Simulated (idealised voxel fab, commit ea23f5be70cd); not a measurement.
The process module presented herein is designated voxel self aligned vias.
Cross-sectional view cut (width: 280 nm; square cell size: 5 nm).
In this document a cross-section is written as a grid of square cells. It is given as a series of bands, listed from the top down, and a band is one or more rows of cells.
What a band's entry tells you: where the top is and where the bottom is, as heights in nm, and after that what lies inside, material by material from left to right, each with its width in nm. Empty space is written as the word "blank", and a single material marked with the word "full width" occupies the band from edge to edge.
Zero point of the height axis is 0; under it, received wafer = one material. Lowest band: continues down indefinitely, "z 0 and below".
Graded width ("30->40"): value in top row of band = first number; value in bottom row = second number; row-to-row change constant.
The cross-section has no changed cell in any step marked "remained unchanged".
For the entry "Trapped void list", the listed items are empty spaces with no open way to the top whose size is 8 cells or more; each item follows the pattern width x height at distance, where distance is from the left edge and all three are in nm.
Whatever follows a step's settings on its line is a remark the simulator itself makes about that step.
overlay nm: mask offset rightward from planned place, masked step; negative means leftward offset.

-- These are the steps we planned for the process
1 RECEIVE with material Si
2 CONFORMAL_DEP with material SiO2, thk nm 10
3 CONFORMAL_DEP with material SiCN, thk nm 5
4 DIRECTIONAL_DEP with material lowk, thk nm 30
5 DIRECTIONAL_DEP with material aC, thk nm 15
6 PATTERN with tone open, mask id LINES, material resist, width nm 30, pitch nm 65, thk nm 35, overlay nm 0
7 DIRECTIONAL_ETCH with etch materials aC, depth nm 15
8 STRIP with etch materials resist
9 DIRECTIONAL_ETCH with etch materials lowk, depth nm 30
10 STRIP with etch materials aC
11 CONFORMAL_DEP with material TiN, thk nm 5
12 FILL_DEP with material W, thk nm 10
13 CMP with height nm 45
14 SELECTIVE_ETCH with etch materials W Ru TiN, depth nm 10
15 FILL_DEP with material SiN, thk nm 5
16 CMP with height nm 45
17 DIRECTIONAL_DEP with material lowk, thk nm 20
18 MASKED_ETCH with tone open, mask id VIAS, width nm 50, pitch nm 65, etch materials lowk, depth nm 20, overlay nm 0
19 MASKED_ETCH with tone open, mask id VIAS, width nm 50, pitch nm 65, etch materials SiN, depth nm 10, overlay nm 0
20 CONFORMAL_DEP with material TiN, thk nm 5
21 FILL_DEP with material Ru, thk nm 10
22 CMP with height nm 65
23 CONFORMAL_DEP with material SiN, thk nm 5

-- As-received wafer cross-section (after step 1)
> z 0 and below | Si full width
> Trapped void list: none

-- Looking at the first of two wafers in cross-section at end of module - ran to plan
> z 70 to 65 | SiN full width
> z 65 to 50 | lowk: 50  TiN: 5  Ru: 40  TiN: 5  lowk: 15  TiN: 5  Ru: 40  TiN: 5  lowk: 15  TiN: 5  Ru: 40  TiN: 5  lowk: 50
> z 50 to 40 | lowk: 50->60  TiN: 15->5  Ru: 20  TiN: 15->5  lowk: 15->35  TiN: 15->5  Ru: 20  TiN: 15->5  lowk: 15->35  TiN: 15->5  Ru: 20  TiN: 15->5  lowk: 50->60
> z 40 to 35 | lowk: 60  TiN: 30  lowk: 35  TiN: 30  lowk: 35  TiN: 30  lowk: 60
> z 35 to 20 | lowk: 60  TiN: 5  W: 20  TiN: 5  lowk: 35  TiN: 5  W: 20  TiN: 5  lowk: 35  TiN: 5  W: 20  TiN: 5  lowk: 60
> z 20 to 15 | lowk: 60  TiN: 30  lowk: 35  TiN: 30  lowk: 35  TiN: 30  lowk: 60
> z 15 to 10 | SiCN full width
> z 10 to 0 | SiO2 full width
> z 0 and below | Si full width
> Trapped void list: none

-- Cross-section, second wafer: same start as the first, same plan as the first, one mistake in running it; taken at the end of the module
> z 70 to 65 | SiN full width
> z 65 to 50 | lowk: 60  TiN: 5  Ru: 40  TiN: 5  lowk: 15  TiN: 5  Ru: 40  TiN: 5  lowk: 15  TiN: 5  Ru: 40  TiN: 5  lowk: 40
> z 50 to 40 | lowk: 60  TiN: 5  Ru: 20  TiN: 25->5  lowk: 15->35  TiN: 5  Ru: 20  TiN: 25->5  lowk: 15->35  TiN: 5  Ru: 20  TiN: 25->5  lowk: 40->60
> z 40 to 35 | lowk: 60  TiN: 30  lowk: 35  TiN: 30  lowk: 35  TiN: 30  lowk: 60
> z 35 to 20 | lowk: 60  TiN: 5  W: 20  TiN: 5  lowk: 35  TiN: 5  W: 20  TiN: 5  lowk: 35  TiN: 5  W: 20  TiN: 5  lowk: 60
> z 20 to 15 | lowk: 60  TiN: 30  lowk: 35  TiN: 30  lowk: 35  TiN: 30  lowk: 60
> z 15 to 10 | SiCN full width
> z 10 to 0 | SiO2 full width
> z 0 and below | Si full width
> Trapped void list: none
Finding, execution versus plan: not per plan at step 18, really ran MASKED_ETCH with tone open, mask id VIAS, width nm 50, pitch nm 65, etch materials lowk, depth nm 20, overlay nm 10
Cell counts per material: same on both final wafers. Positions: different.
